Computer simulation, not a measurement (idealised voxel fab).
The document below concerns the process module designated voxel released beams.
For reference, the cross-section in this document is cut, with width 220 nm and square cells of 5 nm.
In this document a cross-section is written as a grid of square cells. It is given as a series of bands, listed from the top down, and a band is one or more rows of cells. Quick guide to a band line: top height, bottom height (nm) up front; then every material left to right with its width in nm. Only one material and it's marked "all across"? Then it fills the band edge to edge. And "blank" just means empty space. Basically, 0 is our baseline, since under it the wafer straight out of the box is all one material. The bottom band has no lower end and keeps on going down, so it looks like "from 0 down". A width given as "30..40" starts at the first number in the band's top row and ends at the second number in its bottom row, shifting by an equal amount at every step from row to row. The cross-section has no changed cell in any step marked "stayed the same". Any empty space of 8 cells or more lacking an open way to the top shows up in "Cavities, closed" as width x height at distance, distance from the left edge, in nm. Note: text after step settings on the step line = simulator remark on that step. For masked steps, "overlay nm" on the step line gives how far right of plan the mask actually lay; a minus sign means it lay to the left.

Process steps foreseen in the plan:
1,RECEIVE (material Si)
2,CONFORMAL_DEP (material Al2O3; thk nm 10)
3,DIRECTIONAL_DEP (material SiO2; thk nm 20)
4,DIRECTIONAL_DEP (material aC; thk nm 10)
5,PATTERN (tone open; mask id ANCHOR; material resist; width nm 35; thk nm 25; overlay nm 0)
6,DIRECTIONAL_ETCH (etch materials aC; depth nm 10)
7,STRIP (etch materials resist)
8,DIRECTIONAL_ETCH (etch materials SiO2; depth nm 20)
9,STRIP (etch materials aC)
10,CONFORMAL_DEP (material polySi; thk nm 15)
11,PATTERN (tone cover; mask id BEAM; material resist; width nm 130; thk nm 15; overlay nm 0)
12,DIRECTIONAL_ETCH (etch materials polySi; depth nm 15)
13,STRIP (etch materials resist)
14,STRIP (etch materials SiO2)
For clarity, it should be stated that the wafers under discussion commence in an identical condition and differ with respect to the width nm of step 5, the plan indicating the value that the first wafer had.

The first of several wafers as received, shown in cross-section; this is its state after step 1:
  from 0 down | Si all across
  Cavities, closed: none

Each row below is a wafer at the end of the module, listing for every material the number of cells it has gained (+) or lost (-) since it was received, followed by its closed voids:
width nm 35 | +88 Al2O3 | +102 polySi | Cavities, closed: none
width nm 40 | +88 Al2O3 | +102 polySi | Cavities, closed: none
width nm 45 | +88 Al2O3 | +102 polySi | Cavities, closed: none
width nm 50 | +88 Al2O3 | +102 polySi | Cavities, closed: none
width nm 55 | +88 Al2O3 | +102 polySi | Cavities, closed: none
width nm 60 | +88 Al2O3 | +102 polySi | Cavities, closed: none
